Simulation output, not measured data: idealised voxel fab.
The process module presented herein is designated voxel ribs on slabs.
It is cross-section cut that appears here, measuring 175 nm in width, its square cells being 5 nm in size.
This document writes a cross-section as a grid whose cells are square, and gives it as bands, listed from the top down; one or more rows of cells form a band. Top height, bottom height, nm. Materials left to right, width each, nm. Single material + "throughout" = fills band edge to edge. "air" = empty. It should be noted that heights are counted from 0, beneath which the wafer as supplied is of one material throughout, and that the lowest band possesses no lower boundary but continues downward, as written in "0..down". Per-row width for "30 to 40": begins at first number (top row of band), ends at second number (bottom row), increment between rows held constant. No cell of the cross-section changed in a step that is given as "no alterations made". The entry titled "Fully closed voids" provides the empty spaces that have no open way to the top, restricted to those of 8 cells or more. Each is presented as width x height at distance, the distance being measured from the left edge, with all three in nm. It should be noted that, on the line of a given step, the content following the step's settings is a remark produced by the simulator itself with respect to that step. Among the settings permitted on a step's line is "overlay nm"; applied to a step with a mask, it specifies the extent to which the mask lay to the right of its planned position, whereas a negative figure signifies a position to the left.
-- plan
1. RECEIVE (material Si)
2. DIRECTIONAL_DEP (material SiO2; thk nm 30)
3. DIRECTIONAL_DEP (material SiN; thk nm 20)
4. PATTERN (tone cover; mask id RIB; material resist; width nm 20; thk nm 20; overlay nm 0)
5. DIRECTIONAL_ETCH (etch materials SiN; depth nm 15)
6. STRIP (etch materials resist)
7. PATTERN (tone cover; mask id SLAB; material resist; width nm 60; thk nm 20; overlay nm 0)
8. DIRECTIONAL_ETCH (etch materials SiN; depth nm 5)
9. STRIP (etch materials resist)
10. FILL_DEP (material SiO2; thk nm 15)
11. CMP (height nm 60)
12. DIRECTIONAL_DEP (material TiN; thk nm 10)
13. DIRECTIONAL_DEP (material aC; thk nm 10)
14. PATTERN (tone cover; mask id HEATER; material resist; width nm 30; thk nm 25; overlay nm 0)
15. DIRECTIONAL_ETCH (etch materials aC; depth nm 10)
16. STRIP (etch materials resist)
17. DIRECTIONAL_ETCH (etch materials TiN; depth nm 10)
18. STRIP (etch materials aC)
19. CONFORMAL_DEP (material SiN; thk nm 5)
-- Concerning the first of two wafers, which was run in accordance with the plan
-- Cross-section of the wafer as it came to us, i.e., already through step 1
	0..down = Si throughout
	Fully closed voids: none
-- Wafer xsec, post step 2
	30..0 = SiO2 throughout
	Whatever lies below 0 is exactly as it was before.
-- Wafer xsec, post step 3
	50..30 = SiN throughout
	Whatever lies below 30 is exactly as it was before.
-- Wafer xsec, post step 4
	70..50 = air 75 / resist 20 / air 80
	Whatever lies below 50 is exactly as it was before.
-- Wafer xsec, post step 5
	70..50 = air 75 / resist 20 / air 80
	50..35 = air 75 / SiN 20 / air 80
	Whatever lies below 35 is exactly as it was before.
-- Wafer xsec, post step 6
	50..35 = air 75 / SiN 20 / air 80
	Whatever lies below 35 is exactly as it was before.
-- Wafer xsec, post step 7
	70..50 = air 55 / resist 60 / air 60
	50..35 = air 55 / resist 20 / SiN 20 / resist 20 / air 60
	Whatever lies below 35 is exactly as it was before.
-- Wafer xsec, post step 8
	70..50 = air 55 / resist 60 / air 60
	50..35 = air 55 / resist 20 / SiN 20 / resist 20 / air 60
	35..30 = air 55 / SiN 60 / air 60
	Whatever lies below 30 is exactly as it was before.
-- Wafer xsec, post step 9
	50..35 = air 75 / SiN 20 / air 80
	Whatever lies below 35 is exactly as it was before.
-- Wafer xsec, post step 10
	65..50 = SiO2 throughout
	50..35 = SiO2 75 / SiN 20 / SiO2 80
	35..30 = SiO2 55 / SiN 60 / SiO2 60
	Whatever lies below 30 is exactly as it was before.
-- Wafer xsec, post step 11
	60..50 = SiO2 throughout
	Whatever lies below 50 is exactly as it was before.
-- Wafer xsec, post step 12
	70..60 = TiN throughout
	Whatever lies below 60 is exactly as it was before.
-- Wafer xsec, post step 13
	80..70 = aC throughout
	Whatever lies below 70 is exactly as it was before.
-- Wafer xsec, post step 14
	105..80 = air 70 / resist 30 / air 75
	Whatever lies below 80 is exactly as it was before.
-- Wafer xsec, post step 15
	95..80 = air 70 / resist 30 / air 75
	80..70 = air 70 / aC 30 / air 75
	Whatever lies below 70 is exactly as it was before.
-- Wafer xsec, post step 16
	80..70 = air 70 / aC 30 / air 75
	Whatever lies below 70 is exactly as it was before.
-- Wafer xsec, post step 17
	80..70 = air 70 / aC 30 / air 75
	70..60 = air 70 / TiN 30 / air 75
	Whatever lies below 60 is exactly as it was before.
-- Wafer xsec, post step 18
	70..60 = air 70 / TiN 30 / air 75
	Whatever lies below 60 is exactly as it was before.
-- Wafer xsec, post step 19
	75..70 = air 65 / SiN 40 / air 70
	70..65 = air 65 / SiN 5 / TiN 30 / SiN 5 / air 70
	65..60 = SiN 70 / TiN 30 / SiN 75
	Whatever lies below 60 is exactly as it was before.
-- The second wafer: identical to the first at the outset and in its planned sequence, differing only in that one mistake was made during processing; up to and including step 18, its path is the first wafer's path
Cross-section of the second wafer corresponding to the planned conclusion of step 19: no alterations made
What was done differently from what was planned? with respect to the plan, step 19 was omitted and not executed
Bottom line after processing is that, in cells, the second wafer is up or down on some materials versus the first: SiN -39
